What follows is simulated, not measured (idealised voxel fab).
Documented hereafter: the process module known as voxel self aligned vias.
The figure presents cross-section cut, which has a width of 280 nm and is divided into square cells with an edge length of 5 nm.
Cross-section spec: square-cell grid; bands listed top down; each band is one or more rows. It is stipulated that each band's entry specify, in nanometres, the height of the top of the band and then that of its bottom, followed by the materials of the band in left-to-right sequence, each together with its width in nanometres. A single material marked by the word "full width" is understood to fill the band from edge to edge; the word "empty" is understood to denote empty space. Height 0 is the level under which the wafer as received is all one material. The lowest band goes on downwards, as in "0 down". Note: "30..40" means the width goes from the first number (top row of the band) to the second number (bottom row) in equal steps per row of cells. "no alterations made", as given for a step, is the statement that not any cell of the cross-section underwent a change during that step. Closed empty spaces (no open way to the top) of 8 cells or more are what "Internal closed voids" lists, each as width x height at distance from the left edge, nm for all three. Heads up: the bit after the settings on a step's line is the simulator's remark on that step. You can add "overlay nm" to a step's line. For a step with a mask, it describes how far the mask lay to the right of its planned position, and a negative number describes a lay to the left.
### Listed below are the process steps as planned
| 1 | op RECEIVE | material Si |
| 2 | op CONFORMAL_DEP | material SiO2 | thk nm 10 |
| 3 | op CONFORMAL_DEP | material SiCN | thk nm 5 |
| 4 | op DIRECTIONAL_DEP | material SiO2 | thk nm 25 |
| 5 | op PATTERN | tone open | mask id LINES | material resist | width nm 15 | pitch nm 50 | thk nm 15 | overlay nm 0 |
| 6 | op DIRECTIONAL_ETCH | etch materials SiO2 | depth nm 25 |
| 7 | op STRIP | etch materials resist |
| 8 | op CONFORMAL_DEP | material TiN | thk nm 5 |
| 9 | op FILL_DEP | material Ru | thk nm 10 |
| 10 | op CMP | height nm 40 |
| 11 | op SELECTIVE_ETCH | etch materials W Ru TiN | depth nm 5 |
| 12 | op FILL_DEP | material SiN | thk nm 10 |
| 13 | op CMP | height nm 40 |
| 14 | op DIRECTIONAL_DEP | material SiO2 | thk nm 20 |
| 15 | op MASKED_ETCH | tone open | mask id VIAS | width nm 30 | pitch nm 50 | etch materials SiO2 | depth nm 20 | overlay nm 0 |
| 16 | op MASKED_ETCH | tone open | mask id VIAS | width nm 30 | pitch nm 50 | etch materials SiN | depth nm 5 | overlay nm 0 |
| 17 | op CONFORMAL_DEP | material TiN | thk nm 5 |
| 18 | op FILL_DEP | material W | thk nm 10 |
| 19 | op CMP | height nm 60 |
| 20 | op CONFORMAL_DEP | material SiCN | thk nm 5 |
Every wafer here starts from the same state; it is the step 5 width nm that distinguishes them, and the value the plan gives belongs to the first wafer.
### First of several wafers (as received, post step 1), cross-sectional view
	0 down: Si full width
	Internal closed voids: none
### Cross-section of the first of several wafers, taken after step 20, where the module ends
	65 to 60: SiCN full width
	60 to 45: 75 of SiO2; 5 of TiN; 20 of W; 5 of TiN; 20 of SiO2; 5 of TiN; 20 of W; 5 of TiN; 20 of SiO2; 5 of TiN; 20 of W; 5 of TiN; 75 of SiO2
	45 to 40: 75 of SiO2; 15 of TiN; 5 of W; 10 of TiN; 20 of SiO2; 15 of TiN; 5 of W; 10 of TiN; 20 of SiO2; 15 of TiN; 5 of W; 10 of TiN; 75 of SiO2
	40 to 35: 85 of SiO2; 15 of TiN; 35 of SiO2; 15 of TiN; 35 of SiO2; 15 of TiN; 80 of SiO2
	35 to 20: 85 of SiO2; 5 of TiN; 5 of Ru; 5 of TiN; 35 of SiO2; 5 of TiN; 5 of Ru; 5 of TiN; 35 of SiO2; 5 of TiN; 5 of Ru; 5 of TiN; 80 of SiO2
	20 to 15: 85 of SiO2; 15 of TiN; 35 of SiO2; 15 of TiN; 35 of SiO2; 15 of TiN; 80 of SiO2
	15 to 10: SiCN full width
	10 to 0: SiO2 full width
	0 down: Si full width
	Internal closed voids: none
### End of module: cross-section, last of several wafers
	65 to 60: SiCN full width
	60 to 40: 75 of SiO2; 5 of TiN; 20 of W; 5 of TiN; 20 of SiO2; 5 of TiN; 20 of W; 5 of TiN; 20 of SiO2; 5 of TiN; 20 of W; 5 of TiN; 75 of SiO2
	40 to 35: 75 of SiO2; 30 of TiN; 5 of SiN; 15 of SiO2; 30 of TiN; 5 of SiN; 15 of SiO2; 30 of TiN; 5 of SiN; 70 of SiO2
	35 to 20: 75 of SiO2; 5 of TiN; 25 of Ru; 5 of TiN; 15 of SiO2; 5 of TiN; 25 of Ru; 5 of TiN; 15 of SiO2; 5 of TiN; 25 of Ru; 5 of TiN; 70 of SiO2
	20 to 15: 75 of SiO2; 35 of TiN; 15 of SiO2; 35 of TiN; 15 of SiO2; 35 of TiN; 70 of SiO2
	15 to 10: SiCN full width
	10 to 0: SiO2 full width
	0 down: Si full width
	Internal closed voids: none
### So in this table every wafer gets its own row, and what you see is where it stands at the end of the module: for each material, how many cells it picked up (+) or gave up (-) since we received it, and after that its closed voids
width nm 15; +9 Ru; +112 SiCN; +499 SiO2; +69 TiN; +39 W; Internal closed voids: none
width nm 20; +18 Ru; +112 SiCN; +484 SiO2; +72 TiN; +42 W; Internal closed voids: none
width nm 25; +27 Ru; +112 SiCN; +469 SiO2; +75 TiN; +45 W; Internal closed voids: none
width nm 30; +36 Ru; +112 SiCN; +454 SiO2; +78 TiN; +48 W; Internal closed voids: none
width nm 35; +45 Ru; +112 SiCN; +3 SiN; +439 SiO2; +81 TiN; +48 W; Internal closed voids: none
